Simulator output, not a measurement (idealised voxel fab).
Herein follows the process module entitled voxel wiring stack.
This is section cut - it's 205 nm across, gridded in 5 nm square cells.
Throughout this document, each cross-section is represented as a grid of square cells and is presented as a sequence of bands enumerated from the top downward, where a band comprises one or more rows of cells. In this notation a band is specified by the heights of its top and bottom, in that order and in nm, after which its materials appear from left to right, each paired with its width in nm. The word "throughout" attached to a single material means that material fills the band from edge to edge; the word "blank" stands for empty space. Height 0 is the level under which the wafer as received is all one material. The lowest band goes on downwards, as in "top 0, no bottom". A width given as "30..40" starts at the first number in the band's top row and ends at the second number in its bottom row, shifting by an equal amount at every step from row to row. Any step labelled "all unchanged" changed none of the cells in the cross-section. Listed in "Fully closed voids": every empty space of 8 or more cells without an open way to the top. Form: width x height at distance, the distance being from the left edge, all in nm. The remark found on a step's line after its settings is issued by the simulator itself and pertains to that step. overlay nm: how far to the right of its planned place the mask lay on this masked step (negative: to the left).
Listed below are the process steps as planned:
1 op RECEIVE | material Si
2 op CONFORMAL_DEP | material SiO2 | thk nm 10
3 op DIRECTIONAL_DEP | material TiN | thk nm 5
4 op DIRECTIONAL_DEP | material W | thk nm 25
5 op DIRECTIONAL_DEP | material aC | thk nm 15
6 op PATTERN | tone cover | mask id METAL_1 | material resist | width nm 20 | pitch nm 40 | thk nm 35 | overlay nm 0
7 op DIRECTIONAL_ETCH | etch materials aC | depth nm 15
8 op STRIP | etch materials resist
9 op DIRECTIONAL_ETCH | etch materials W | depth nm 25
10 op DIRECTIONAL_ETCH | etch materials TiN | depth nm 5
11 op STRIP | etch materials aC
12 op FILL_DEP | material SiO2 | thk nm 5
13 op CMP | height nm 40
14 op CONFORMAL_DEP | material SiCN | thk nm 5
15 op DIRECTIONAL_DEP | material SiO2 | thk nm 30
16 op MASKED_ETCH | tone open | mask id METAL_2_HOLES | width nm 15 | pitch nm 40 | etch materials SiO2 | depth nm 30 | overlay nm 0
17 op MASKED_ETCH | tone open | mask id METAL_2 | width nm 20 | pitch nm 40 | etch materials SiO2 | depth nm 20 | overlay nm 0
18 op MASKED_ETCH | tone open | mask id METAL_2 | width nm 20 | pitch nm 40 | etch materials SiCN | depth nm 5 | overlay nm 0
19 op CONFORMAL_DEP | material TiN | thk nm 5
20 op FILL_DEP | material Ru | thk nm 5
21 op CMP | height nm 75
22 op CONFORMAL_DEP | material SiCN | thk nm 5
23 op DIRECTIONAL_DEP | material SiO2 | thk nm 20
24 op MASKED_ETCH | tone open | mask id PLUG_2 | width nm 15 | pitch nm 80 | etch materials SiO2 | depth nm 20 | overlay nm 0
25 op MASKED_ETCH | tone open | mask id PLUG_2 | width nm 15 | pitch nm 80 | etch materials SiCN | depth nm 5 | overlay nm 0
26 op CONFORMAL_DEP | material TiN | thk nm 5
27 op FILL_DEP | material W | thk nm 10
28 op CMP | height nm 100
29 op CONFORMAL_DEP | material SiN | thk nm 5
30 op DIRECTIONAL_DEP | material lowk | thk nm 20
31 op MASKED_ETCH | tone open | mask id METAL_3 | width nm 20 | pitch nm 40 | etch materials lowk | depth nm 20 | overlay nm 0
32 op MASKED_ETCH | tone open | mask id METAL_3 | width nm 20 | pitch nm 40 | etch materials SiN | depth nm 5 | overlay nm 0
33 op CONFORMAL_DEP | material TiN | thk nm 5
34 op FILL_DEP | material Cu | thk nm 5
35 op CMP | height nm 125
36 op CONFORMAL_DEP | material SiCN | thk nm 5
Of two wafers, the first: run according to plan:
Wafer cross-section on receipt, i.e. after step 1:
* top 0, no bottom  Si throughout
* Fully closed voids: none
after step 2:
* top 10, bottom 0  SiO2 throughout
* Note: structure below 0 unchanged.
after step 3:
* top 15, bottom 10  TiN throughout
* Note: structure below 10 unchanged.
after step 4:
* top 40, bottom 15  W throughout
* Note: structure below 15 unchanged.
after step 5:
* top 55, bottom 40  aC throughout
* Note: structure below 40 unchanged.
after step 6:
* top 90, bottom 55  30 nm blank / 20 nm resist / 20 nm blank / 20 nm resist / 20 nm blank / 20 nm resist / 20 nm blank / 20 nm resist / 35 nm blank
* Note: structure below 55 unchanged.
after step 7:
* top 75, bottom 55  30 nm blank / 20 nm resist / 20 nm blank / 20 nm resist / 20 nm blank / 20 nm resist / 20 nm blank / 20 nm resist / 35 nm blank
* top 55, bottom 40  30 nm blank / 20 nm aC / 20 nm blank / 20 nm aC / 20 nm blank / 20 nm aC / 20 nm blank / 20 nm aC / 35 nm blank
* Note: structure below 40 unchanged.
after step 8:
* top 55, bottom 40  30 nm blank / 20 nm aC / 20 nm blank / 20 nm aC / 20 nm blank / 20 nm aC / 20 nm blank / 20 nm aC / 35 nm blank
* Note: structure below 40 unchanged.
after step 9:
* top 55, bottom 40  30 nm blank / 20 nm aC / 20 nm blank / 20 nm aC / 20 nm blank / 20 nm aC / 20 nm blank / 20 nm aC / 35 nm blank
* top 40, bottom 15  30 nm blank / 20 nm W / 20 nm blank / 20 nm W / 20 nm blank / 20 nm W / 20 nm blank / 20 nm W / 35 nm blank
* Note: structure below 15 unchanged.
after step 10:
* top 55, bottom 40  30 nm blank / 20 nm aC / 20 nm blank / 20 nm aC / 20 nm blank / 20 nm aC / 20 nm blank / 20 nm aC / 35 nm blank
* top 40, bottom 15  30 nm blank / 20 nm W / 20 nm blank / 20 nm W / 20 nm blank / 20 nm W / 20 nm blank / 20 nm W / 35 nm blank
* top 15, bottom 10  30 nm blank / 20 nm TiN / 20 nm blank / 20 nm TiN / 20 nm blank / 20 nm TiN / 20 nm blank / 20 nm TiN / 35 nm blank
* Note: structure below 10 unchanged.
after step 11:
* top 40, bottom 15  30 nm blank / 20 nm W / 20 nm blank / 20 nm W / 20 nm blank / 20 nm W / 20 nm blank / 20 nm W / 35 nm blank
* Note: structure below 15 unchanged.
after step 12:
* top 45, bottom 40  SiO2 throughout
* top 40, bottom 15  30 nm SiO2 / 20 nm W / 20 nm SiO2 / 20 nm W / 20 nm SiO2 / 20 nm W / 20 nm SiO2 / 20 nm W / 35 nm SiO2
* top 15, bottom 10  30 nm SiO2 / 20 nm TiN / 20 nm SiO2 / 20 nm TiN / 20 nm SiO2 / 20 nm TiN / 20 nm SiO2 / 20 nm TiN / 35 nm SiO2
* Note: structure below 10 unchanged.
after step 13:
* top 40, bottom 15  30 nm SiO2 / 20 nm W / 20 nm SiO2 / 20 nm W / 20 nm SiO2 / 20 nm W / 20 nm SiO2 / 20 nm W / 35 nm SiO2
* Note: structure below 15 unchanged.
after step 14:
* top 45, bottom 40  SiCN throughout
* Note: structure below 40 unchanged.
after step 15:
* top 75, bottom 45  SiO2 throughout
* Note: structure below 45 unchanged.
after step 16:
* top 75, bottom 45  30 nm SiO2 / 15 nm blank / 25 nm SiO2 / 15 nm blank / 25 nm SiO2 / 15 nm blank / 25 nm SiO2 / 15 nm blank / 40 nm SiO2
* Note: structure below 45 unchanged.
after step 17:
* top 75, bottom 55  30 nm SiO2 / 20 nm blank / 20 nm SiO2 / 20 nm blank / 20 nm SiO2 / 20 nm blank / 20 nm SiO2 / 20 nm blank / 35 nm SiO2
* Note: structure below 55 unchanged.
after step 18:
* top 75, bottom 55  30 nm SiO2 / 20 nm blank / 20 nm SiO2 / 20 nm blank / 20 nm SiO2 / 20 nm blank / 20 nm SiO2 / 20 nm blank / 35 nm SiO2
* top 55, bottom 45  30 nm SiO2 / 15 nm blank / 25 nm SiO2 / 15 nm blank / 25 nm SiO2 / 15 nm blank / 25 nm SiO2 / 15 nm blank / 40 nm SiO2
* top 45, bottom 40  30 nm SiCN / 15 nm blank / 25 nm SiCN / 15 nm blank / 25 nm SiCN / 15 nm blank / 25 nm SiCN / 15 nm blank / 40 nm SiCN
* Note: structure below 40 unchanged.
after step 19:
* top 80, bottom 75  35 nm TiN / 10 nm blank / 30 nm TiN / 10 nm blank / 30 nm TiN / 10 nm blank / 30 nm TiN / 10 nm blank / 40 nm TiN
* top 75, bottom 60  30 nm SiO2 / 5 nm TiN / 10 nm blank / 5 nm TiN / 20 nm SiO2 / 5 nm TiN / 10 nm blank / 5 nm TiN / 20 nm SiO2 / 5 nm TiN / 10 nm blank / 5 nm TiN / 20 nm SiO2 / 5 nm TiN / 10 nm blank / 5 nm TiN / 35 nm SiO2
* top 60, bottom 55  30 nm SiO2 / 5 nm TiN / 5 nm blank / 10 nm TiN / 20 nm SiO2 / 5 nm TiN / 5 nm blank / 10 nm TiN / 20 nm SiO2 / 5 nm TiN / 5 nm blank / 10 nm TiN / 20 nm SiO2 / 5 nm TiN / 5 nm blank / 10 nm TiN / 35 nm SiO2
* top 55, bottom 45  30 nm SiO2 / 5 nm TiN / 5 nm blank / 5 nm TiN / 25 nm SiO2 / 5 nm TiN / 5 nm blank / 5 nm TiN / 25 nm SiO2 / 5 nm TiN / 5 nm blank / 5 nm TiN / 25 nm SiO2 / 5 nm TiN / 5 nm blank / 5 nm TiN / 40 nm SiO2
* top 45, bottom 40  30 nm SiCN / 15 nm TiN / 25 nm SiCN / 15 nm TiN / 25 nm SiCN / 15 nm TiN / 25 nm SiCN / 15 nm TiN / 40 nm SiCN
* Note: structure below 40 unchanged.
after step 20:
* top 85, bottom 80  Ru throughout
* top 80, bottom 75  35 nm TiN / 10 nm Ru / 30 nm TiN / 10 nm Ru / 30 nm TiN / 10 nm Ru / 30 nm TiN / 10 nm Ru / 40 nm TiN
* top 75, bottom 60  30 nm SiO2 / 5 nm TiN / 10 nm Ru / 5 nm TiN / 20 nm SiO2 / 5 nm TiN / 10 nm Ru / 5 nm TiN / 20 nm SiO2 / 5 nm TiN / 10 nm Ru / 5 nm TiN / 20 nm SiO2 / 5 nm TiN / 10 nm Ru / 5 nm TiN / 35 nm SiO2
* top 60, bottom 55  30 nm SiO2 / 5 nm TiN / 5 nm Ru / 10 nm TiN / 20 nm SiO2 / 5 nm TiN / 5 nm Ru / 10 nm TiN / 20 nm SiO2 / 5 nm TiN / 5 nm Ru / 10 nm TiN / 20 nm SiO2 / 5 nm TiN / 5 nm Ru / 10 nm TiN / 35 nm SiO2
* top 55, bottom 45  30 nm SiO2 / 5 nm TiN / 5 nm Ru / 5 nm TiN / 25 nm SiO2 / 5 nm TiN / 5 nm Ru / 5 nm TiN / 25 nm SiO2 / 5 nm TiN / 5 nm Ru / 5 nm TiN / 25 nm SiO2 / 5 nm TiN / 5 nm Ru / 5 nm TiN / 40 nm SiO2
* Note: structure below 45 unchanged.
after step 21:
* top 75, bottom 60  30 nm SiO2 / 5 nm TiN / 10 nm Ru / 5 nm TiN / 20 nm SiO2 / 5 nm TiN / 10 nm Ru / 5 nm TiN / 20 nm SiO2 / 5 nm TiN / 10 nm Ru / 5 nm TiN / 20 nm SiO2 / 5 nm TiN / 10 nm Ru / 5 nm TiN / 35 nm SiO2
* Note: structure below 60 unchanged.
after step 22:
* top 80, bottom 75  SiCN throughout
* Note: structure below 75 unchanged.
after step 23:
* top 100, bottom 80  SiO2 throughout
* Note: structure below 80 unchanged.
after step 24:
* top 100, bottom 80  30 nm SiO2 / 15 nm blank / 65 nm SiO2 / 15 nm blank / 80 nm SiO2
* Note: structure below 80 unchanged.
after step 25:
* top 100, bottom 80  30 nm SiO2 / 15 nm blank / 65 nm SiO2 / 15 nm blank / 80 nm SiO2
* top 80, bottom 75  30 nm SiCN / 15 nm blank / 65 nm SiCN / 15 nm blank / 80 nm SiCN
* Note: structure below 75 unchanged.
after step 26:
* top 105, bottom 100  35 nm TiN / 5 nm blank / 75 nm TiN / 5 nm blank / 85 nm TiN
* top 100, bottom 80  30 nm SiO2 / 5 nm TiN / 5 nm blank / 5 nm TiN / 65 nm SiO2 / 5 nm TiN / 5 nm blank / 5 nm TiN / 80 nm SiO2
* top 80, bottom 75  30 nm SiCN / 15 nm TiN / 65 nm SiCN / 15 nm TiN / 80 nm SiCN
* Note: structure below 75 unchanged.
after step 27:
* top 115, bottom 105  W throughout
* top 105, bottom 100  35 nm TiN / 5 nm W / 75 nm TiN / 5 nm W / 85 nm TiN
* top 100, bottom 80  30 nm SiO2 / 5 nm TiN / 5 nm W / 5 nm TiN / 65 nm SiO2 / 5 nm TiN / 5 nm W / 5 nm TiN / 80 nm SiO2
* Note: structure below 80 unchanged.
after step 28:
* top 100, bottom 80  30 nm SiO2 / 5 nm TiN / 5 nm W / 5 nm TiN / 65 nm SiO2 / 5 nm TiN / 5 nm W / 5 nm TiN / 80 nm SiO2
* Note: structure below 80 unchanged.
after step 29:
* top 105, bottom 100  SiN throughout
* Note: structure below 100 unchanged.
after step 30:
* top 125, bottom 105  lowk throughout
* Note: structure below 105 unchanged.
after step 31:
* top 125, bottom 105  30 nm lowk / 20 nm blank / 20 nm lowk / 20 nm blank / 20 nm lowk / 20 nm blank / 20 nm lowk / 20 nm blank / 35 nm lowk
* Note: structure below 105 unchanged.
after step 32:
* top 125, bottom 105  30 nm lowk / 20 nm blank / 20 nm lowk / 20 nm blank / 20 nm lowk / 20 nm blank / 20 nm lowk / 20 nm blank / 35 nm lowk
* top 105, bottom 100  30 nm SiN / 20 nm blank / 20 nm SiN / 20 nm blank / 20 nm SiN / 20 nm blank / 20 nm SiN / 20 nm blank / 35 nm SiN
* Note: structure below 100 unchanged.
after step 33:
* top 130, bottom 125  35 nm TiN / 10 nm blank / 30 nm TiN / 10 nm blank / 30 nm TiN / 10 nm blank / 30 nm TiN / 10 nm blank / 40 nm TiN
* top 125, bottom 105  30 nm lowk / 5 nm TiN / 10 nm blank / 5 nm TiN / 20 nm lowk / 5 nm TiN / 10 nm blank / 5 nm TiN / 20 nm lowk / 5 nm TiN / 10 nm blank / 5 nm TiN / 20 nm lowk / 5 nm TiN / 10 nm blank / 5 nm TiN / 35 nm lowk
* top 105, bottom 100  30 nm SiN / 20 nm TiN / 20 nm SiN / 20 nm TiN / 20 nm SiN / 20 nm TiN / 20 nm SiN / 20 nm TiN / 35 nm SiN
* Note: structure below 100 unchanged.
after step 34:
* top 135, bottom 130  Cu throughout
* top 130, bottom 125  35 nm TiN / 10 nm Cu / 30 nm TiN / 10 nm Cu / 30 nm TiN / 10 nm Cu / 30 nm TiN / 10 nm Cu / 40 nm TiN
* top 125, bottom 105  30 nm lowk / 5 nm TiN / 10 nm Cu / 5 nm TiN / 20 nm lowk / 5 nm TiN / 10 nm Cu / 5 nm TiN / 20 nm lowk / 5 nm TiN / 10 nm Cu / 5 nm TiN / 20 nm lowk / 5 nm TiN / 10 nm Cu / 5 nm TiN / 35 nm lowk
* Note: structure below 105 unchanged.
after step 35:
* top 125, bottom 105  30 nm lowk / 5 nm TiN / 10 nm Cu / 5 nm TiN / 20 nm lowk / 5 nm TiN / 10 nm Cu / 5 nm TiN / 20 nm lowk / 5 nm TiN / 10 nm Cu / 5 nm TiN / 20 nm lowk / 5 nm TiN / 10 nm Cu / 5 nm TiN / 35 nm lowk
* Note: structure below 105 unchanged.
after step 36:
* top 130, bottom 125  SiCN throughout
* Note: structure below 125 unchanged.
Second Wafer (Identical Start and Plan, One Processing Error; Matches First Wafer Through Step 2):
Cross-section: second wafer, time at which step 3 was scheduled to end: all unchanged
Cross-section: second wafer, time at which step 4 was scheduled to end:
* top 35, bottom 10  W throughout
* Note: structure below 10 unchanged.
Cross-section: second wafer, time at which step 5 was scheduled to end:
* top 50, bottom 35  aC throughout
* Note: structure below 35 unchanged.
Cross-section: second wafer, time at which step 6 was scheduled to end:
* top 85, bottom 50  30 nm blank / 20 nm resist / 20 nm blank / 20 nm resist / 20 nm blank / 20 nm resist / 20 nm blank / 20 nm resist / 35 nm blank
* Note: structure below 50 unchanged.
Cross-section: second wafer, time at which step 7 was scheduled to end:
* top 70, bottom 50  30 nm blank / 20 nm resist / 20 nm blank / 20 nm resist / 20 nm blank / 20 nm resist / 20 nm blank / 20 nm resist / 35 nm blank
* top 50, bottom 35  30 nm blank / 20 nm aC / 20 nm blank / 20 nm aC / 20 nm blank / 20 nm aC / 20 nm blank / 20 nm aC / 35 nm blank
* Note: structure below 35 unchanged.
Cross-section: second wafer, time at which step 8 was scheduled to end:
* top 50, bottom 35  30 nm blank / 20 nm aC / 20 nm blank / 20 nm aC / 20 nm blank / 20 nm aC / 20 nm blank / 20 nm aC / 35 nm blank
* Note: structure below 35 unchanged.
Cross-section: second wafer, time at which step 9 was scheduled to end:
* top 50, bottom 35  30 nm blank / 20 nm aC / 20 nm blank / 20 nm aC / 20 nm blank / 20 nm aC / 20 nm blank / 20 nm aC / 35 nm blank
* top 35, bottom 10  30 nm blank / 20 nm W / 20 nm blank / 20 nm W / 20 nm blank / 20 nm W / 20 nm blank / 20 nm W / 35 nm blank
* Note: structure below 10 unchanged.
Cross-section: second wafer, time at which step 10 was scheduled to end: all unchanged
Cross-section: second wafer, time at which step 11 was scheduled to end:
* top 35, bottom 10  30 nm blank / 20 nm W / 20 nm blank / 20 nm W / 20 nm blank / 20 nm W / 20 nm blank / 20 nm W / 35 nm blank
* Note: structure below 10 unchanged.
Cross-section: second wafer, time at which step 12 was scheduled to end:
* top 40, bottom 35  SiO2 throughout
* top 35, bottom 10  30 nm SiO2 / 20 nm W / 20 nm SiO2 / 20 nm W / 20 nm SiO2 / 20 nm W / 20 nm SiO2 / 20 nm W / 35 nm SiO2
* Note: structure below 10 unchanged.
Cross-section: second wafer, time at which step 13 was scheduled to end: all unchanged
Cross-section: second wafer, time at which step 14 was scheduled to end:
* top 45, bottom 40  SiCN throughout
* Note: structure below 40 unchanged.
Cross-section: second wafer, time at which step 15 was scheduled to end:
* top 75, bottom 45  SiO2 throughout
* Note: structure below 45 unchanged.
Cross-section: second wafer, time at which step 16 was scheduled to end:
* top 75, bottom 45  30 nm SiO2 / 15 nm blank / 25 nm SiO2 / 15 nm blank / 25 nm SiO2 / 15 nm blank / 25 nm SiO2 / 15 nm blank / 40 nm SiO2
* Note: structure below 45 unchanged.
Cross-section: second wafer, time at which step 17 was scheduled to end:
* top 75, bottom 55  30 nm SiO2 / 20 nm blank / 20 nm SiO2 / 20 nm blank / 20 nm SiO2 / 20 nm blank / 20 nm SiO2 / 20 nm blank / 35 nm SiO2
* Note: structure below 55 unchanged.
Cross-section: second wafer, time at which step 18 was scheduled to end:
* top 75, bottom 55  30 nm SiO2 / 20 nm blank / 20 nm SiO2 / 20 nm blank / 20 nm SiO2 / 20 nm blank / 20 nm SiO2 / 20 nm blank / 35 nm SiO2
* top 55, bottom 45  30 nm SiO2 / 15 nm blank / 25 nm SiO2 / 15 nm blank / 25 nm SiO2 / 15 nm blank / 25 nm SiO2 / 15 nm blank / 40 nm SiO2
* top 45, bottom 40  30 nm SiCN / 15 nm blank / 25 nm SiCN / 15 nm blank / 25 nm SiCN / 15 nm blank / 25 nm SiCN / 15 nm blank / 40 nm SiCN
* Note: structure below 40 unchanged.
Cross-section: second wafer, time at which step 19 was scheduled to end:
* top 80, bottom 75  35 nm TiN / 10 nm blank / 30 nm TiN / 10 nm blank / 30 nm TiN / 10 nm blank / 30 nm TiN / 10 nm blank / 40 nm TiN
* top 75, bottom 60  30 nm SiO2 / 5 nm TiN / 10 nm blank / 5 nm TiN / 20 nm SiO2 / 5 nm TiN / 10 nm blank / 5 nm TiN / 20 nm SiO2 / 5 nm TiN / 10 nm blank / 5 nm TiN / 20 nm SiO2 / 5 nm TiN / 10 nm blank / 5 nm TiN / 35 nm SiO2
* top 60, bottom 55  30 nm SiO2 / 5 nm TiN / 5 nm blank / 10 nm TiN / 20 nm SiO2 / 5 nm TiN / 5 nm blank / 10 nm TiN / 20 nm SiO2 / 5 nm TiN / 5 nm blank / 10 nm TiN / 20 nm SiO2 / 5 nm TiN / 5 nm blank / 10 nm TiN / 35 nm SiO2
* top 55, bottom 45  30 nm SiO2 / 5 nm TiN / 5 nm blank / 5 nm TiN / 25 nm SiO2 / 5 nm TiN / 5 nm blank / 5 nm TiN / 25 nm SiO2 / 5 nm TiN / 5 nm blank / 5 nm TiN / 25 nm SiO2 / 5 nm TiN / 5 nm blank / 5 nm TiN / 40 nm SiO2
* top 45, bottom 40  30 nm SiCN / 15 nm TiN / 25 nm SiCN / 15 nm TiN / 25 nm SiCN / 15 nm TiN / 25 nm SiCN / 15 nm TiN / 40 nm SiCN
* Note: structure below 40 unchanged.
Cross-section: second wafer, time at which step 20 was scheduled to end:
* top 85, bottom 80  Ru throughout
* top 80, bottom 75  35 nm TiN / 10 nm Ru / 30 nm TiN / 10 nm Ru / 30 nm TiN / 10 nm Ru / 30 nm TiN / 10 nm Ru / 40 nm TiN
* top 75, bottom 60  30 nm SiO2 / 5 nm TiN / 10 nm Ru / 5 nm TiN / 20 nm SiO2 / 5 nm TiN / 10 nm Ru / 5 nm TiN / 20 nm SiO2 / 5 nm TiN / 10 nm Ru / 5 nm TiN / 20 nm SiO2 / 5 nm TiN / 10 nm Ru / 5 nm TiN / 35 nm SiO2
* top 60, bottom 55  30 nm SiO2 / 5 nm TiN / 5 nm Ru / 10 nm TiN / 20 nm SiO2 / 5 nm TiN / 5 nm Ru / 10 nm TiN / 20 nm SiO2 / 5 nm TiN / 5 nm Ru / 10 nm TiN / 20 nm SiO2 / 5 nm TiN / 5 nm Ru / 10 nm TiN / 35 nm SiO2
* top 55, bottom 45  30 nm SiO2 / 5 nm TiN / 5 nm Ru / 5 nm TiN / 25 nm SiO2 / 5 nm TiN / 5 nm Ru / 5 nm TiN / 25 nm SiO2 / 5 nm TiN / 5 nm Ru / 5 nm TiN / 25 nm SiO2 / 5 nm TiN / 5 nm Ru / 5 nm TiN / 40 nm SiO2
* Note: structure below 45 unchanged.
Cross-section: second wafer, time at which step 21 was scheduled to end:
* top 75, bottom 60  30 nm SiO2 / 5 nm TiN / 10 nm Ru / 5 nm TiN / 20 nm SiO2 / 5 nm TiN / 10 nm Ru / 5 nm TiN / 20 nm SiO2 / 5 nm TiN / 10 nm Ru / 5 nm TiN / 20 nm SiO2 / 5 nm TiN / 10 nm Ru / 5 nm TiN / 35 nm SiO2
* Note: structure below 60 unchanged.
Cross-section: second wafer, time at which step 22 was scheduled to end:
* top 80, bottom 75  SiCN throughout
* Note: structure below 75 unchanged.
Cross-section: second wafer, time at which step 23 was scheduled to end:
* top 100, bottom 80  SiO2 throughout
* Note: structure below 80 unchanged.
Cross-section: second wafer, time at which step 24 was scheduled to end:
* top 100, bottom 80  30 nm SiO2 / 15 nm blank / 65 nm SiO2 / 15 nm blank / 80 nm SiO2
* Note: structure below 80 unchanged.
Cross-section: second wafer, time at which step 25 was scheduled to end:
* top 100, bottom 80  30 nm SiO2 / 15 nm blank / 65 nm SiO2 / 15 nm blank / 80 nm SiO2
* top 80, bottom 75  30 nm SiCN / 15 nm blank / 65 nm SiCN / 15 nm blank / 80 nm SiCN
* Note: structure below 75 unchanged.
Cross-section: second wafer, time at which step 26 was scheduled to end:
* top 105, bottom 100  35 nm TiN / 5 nm blank / 75 nm TiN / 5 nm blank / 85 nm TiN
* top 100, bottom 80  30 nm SiO2 / 5 nm TiN / 5 nm blank / 5 nm TiN / 65 nm SiO2 / 5 nm TiN / 5 nm blank / 5 nm TiN / 80 nm SiO2
* top 80, bottom 75  30 nm SiCN / 15 nm TiN / 65 nm SiCN / 15 nm TiN / 80 nm SiCN
* Note: structure below 75 unchanged.
Cross-section: second wafer, time at which step 27 was scheduled to end:
* top 115, bottom 105  W throughout
* top 105, bottom 100  35 nm TiN / 5 nm W / 75 nm TiN / 5 nm W / 85 nm TiN
* top 100, bottom 80  30 nm SiO2 / 5 nm TiN / 5 nm W / 5 nm TiN / 65 nm SiO2 / 5 nm TiN / 5 nm W / 5 nm TiN / 80 nm SiO2
* Note: structure below 80 unchanged.
Cross-section: second wafer, time at which step 28 was scheduled to end:
* top 100, bottom 80  30 nm SiO2 / 5 nm TiN / 5 nm W / 5 nm TiN / 65 nm SiO2 / 5 nm TiN / 5 nm W / 5 nm TiN / 80 nm SiO2
* Note: structure below 80 unchanged.
Cross-section: second wafer, time at which step 29 was scheduled to end:
* top 105, bottom 100  SiN throughout
* Note: structure below 100 unchanged.
Cross-section: second wafer, time at which step 30 was scheduled to end:
* top 125, bottom 105  lowk throughout
* Note: structure below 105 unchanged.
Cross-section: second wafer, time at which step 31 was scheduled to end:
* top 125, bottom 105  30 nm lowk / 20 nm blank / 20 nm lowk / 20 nm blank / 20 nm lowk / 20 nm blank / 20 nm lowk / 20 nm blank / 35 nm lowk
* Note: structure below 105 unchanged.
Cross-section: second wafer, time at which step 32 was scheduled to end:
* top 125, bottom 105  30 nm lowk / 20 nm blank / 20 nm lowk / 20 nm blank / 20 nm lowk / 20 nm blank / 20 nm lowk / 20 nm blank / 35 nm lowk
* top 105, bottom 100  30 nm SiN / 20 nm blank / 20 nm SiN / 20 nm blank / 20 nm SiN / 20 nm blank / 20 nm SiN / 20 nm blank / 35 nm SiN
* Note: structure below 100 unchanged.
Cross-section: second wafer, time at which step 33 was scheduled to end:
* top 130, bottom 125  35 nm TiN / 10 nm blank / 30 nm TiN / 10 nm blank / 30 nm TiN / 10 nm blank / 30 nm TiN / 10 nm blank / 40 nm TiN
* top 125, bottom 105  30 nm lowk / 5 nm TiN / 10 nm blank / 5 nm TiN / 20 nm lowk / 5 nm TiN / 10 nm blank / 5 nm TiN / 20 nm lowk / 5 nm TiN / 10 nm blank / 5 nm TiN / 20 nm lowk / 5 nm TiN / 10 nm blank / 5 nm TiN / 35 nm lowk
* top 105, bottom 100  30 nm SiN / 20 nm TiN / 20 nm SiN / 20 nm TiN / 20 nm SiN / 20 nm TiN / 20 nm SiN / 20 nm TiN / 35 nm SiN
* Note: structure below 100 unchanged.
Cross-section: second wafer, time at which step 34 was scheduled to end:
* top 135, bottom 130  Cu throughout
* top 130, bottom 125  35 nm TiN / 10 nm Cu / 30 nm TiN / 10 nm Cu / 30 nm TiN / 10 nm Cu / 30 nm TiN / 10 nm Cu / 40 nm TiN
* top 125, bottom 105  30 nm lowk / 5 nm TiN / 10 nm Cu / 5 nm TiN / 20 nm lowk / 5 nm TiN / 10 nm Cu / 5 nm TiN / 20 nm lowk / 5 nm TiN / 10 nm Cu / 5 nm TiN / 20 nm lowk / 5 nm TiN / 10 nm Cu / 5 nm TiN / 35 nm lowk
* Note: structure below 105 unchanged.
Cross-section: second wafer, time at which step 35 was scheduled to end:
* top 125, bottom 105  30 nm lowk / 5 nm TiN / 10 nm Cu / 5 nm TiN / 20 nm lowk / 5 nm TiN / 10 nm Cu / 5 nm TiN / 20 nm lowk / 5 nm TiN / 10 nm Cu / 5 nm TiN / 20 nm lowk / 5 nm TiN / 10 nm Cu / 5 nm TiN / 35 nm lowk
* Note: structure below 105 unchanged.
Cross-section: second wafer, time at which step 36 was scheduled to end:
* top 130, bottom 125  SiCN throughout
* Note: structure below 125 unchanged.
Misprocessing identified: step 3 was dropped from the plan's execution and never run
End check, counted in cells, second wafer has more or fewer of these materials than the first: SiO2 +16 | TiN -16
